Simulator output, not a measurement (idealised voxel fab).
Title: Process Module voxel wiring stack
The figure presents cross-section cut, which has a width of 190 nm and is divided into square cells with an edge length of 5 nm.
Notation: cross-section as square-cell grid; stated in bands, top first, going down; one or more cell rows per band.
Per band: top height and bottom height in nm, followed by the left-to-right materials and their widths in nm; "edge to edge" marks a single material spanning edge to edge, "empty" marks empty space.
The level at which height equals 0 is the one under which the wafer, as it arrives, is entirely one material. No lower edge exists for the bottom band, which continues downward and is notated as in "0 -> down".
You'd read "30->40" like this: the band's top row of cells is as wide as the first number, its bottom row is as wide as the second, and going down, every row changes width by the same amount as the row before did.
Given "nothing changed" for a step, no cell of the cross-section differs between before and after that step.
Entry "Tabulated closed voids". Content: empty spaces with no open connection to the top, size 8 cells or greater. Each: width x height at distance. Distance: from left edge. Unit: nm.
Step line, after settings: the simulator's comment on this step.
"overlay nm" denotes, for a step that has a mask, the displacement of the mask to the right of its planned place, with negative values corresponding to the left.
The planned process steps are enumerated hereunder
step 1: RECEIVE: material Si
step 2: CONFORMAL_DEP: material SiO2, thk nm 10
step 3: CONFORMAL_DEP: material SiCN, thk nm 5
step 4: DIRECTIONAL_DEP: material SiO2, thk nm 20
step 5: DIRECTIONAL_DEP: material aC, thk nm 10
step 6: PATTERN: tone open, mask id METAL_1, material resist, width nm 20, pitch nm 40, thk nm 30, overlay nm 0
step 7: DIRECTIONAL_ETCH: etch materials aC, depth nm 10
step 8: STRIP: etch materials resist
step 9: DIRECTIONAL_ETCH: etch materials SiO2, depth nm 20
step 10: DIRECTIONAL_ETCH: etch materials SiCN, depth nm 5
step 11: STRIP: etch materials aC
step 12: CONFORMAL_DEP: material TiN, thk nm 5
step 13: FILL_DEP: material Cu, thk nm 5
step 14: CMP: height nm 35
step 15: CONFORMAL_DEP: material SiCN, thk nm 5
step 16: DIRECTIONAL_DEP: material SiO2, thk nm 30
step 17: DIRECTIONAL_DEP: material aC, thk nm 10
step 18: PATTERN: tone open, mask id METAL_2, material resist, width nm 15, pitch nm 40, thk nm 30, overlay nm 0
step 19: DIRECTIONAL_ETCH: etch materials aC, depth nm 10
step 20: STRIP: etch materials resist
step 21: DIRECTIONAL_ETCH: etch materials SiO2, depth nm 15
step 22: STRIP: etch materials aC
step 23: PATTERN: tone open, mask id METAL_2_HOLES, material resist, width nm 15, pitch nm 80, thk nm 20, overlay nm 0
step 24: DIRECTIONAL_ETCH: etch materials SiO2, depth nm 15
step 25: DIRECTIONAL_ETCH: etch materials SiCN, depth nm 5
step 26: STRIP: etch materials resist
step 27: CONFORMAL_DEP: material TiN, thk nm 5
step 28: FILL_DEP: material Ru, thk nm 10
step 29: CMP: height nm 70
step 30: CONFORMAL_DEP: material SiN, thk nm 5
The plan shows the width nm of step 18 as the first wafer had it; this setting differs between the wafers, which start out alike.
The as-received cross-section of the first of several wafers corresponds to the state after step 1
> 0 -> down: Si edge to edge
> Tabulated closed voids: none
For your reference, the table is organized with a row per wafer; each row reflects the wafer at the end of the module, indicating for each material the cells gained (+) or lost (-) since receipt, and thereafter its closed voids
width nm 15; +32 Cu; +12 Ru; +56 SiCN; +38 SiN; +338 SiO2; +94 TiN; Tabulated closed voids: none
width nm 20; +32 Cu; +24 Ru; +54 SiCN; +38 SiN; +326 SiO2; +96 TiN; Tabulated closed voids: none
width nm 25; +32 Cu; +32 Ru; +54 SiCN; +38 SiN; +314 SiO2; +100 TiN; Tabulated closed voids: none
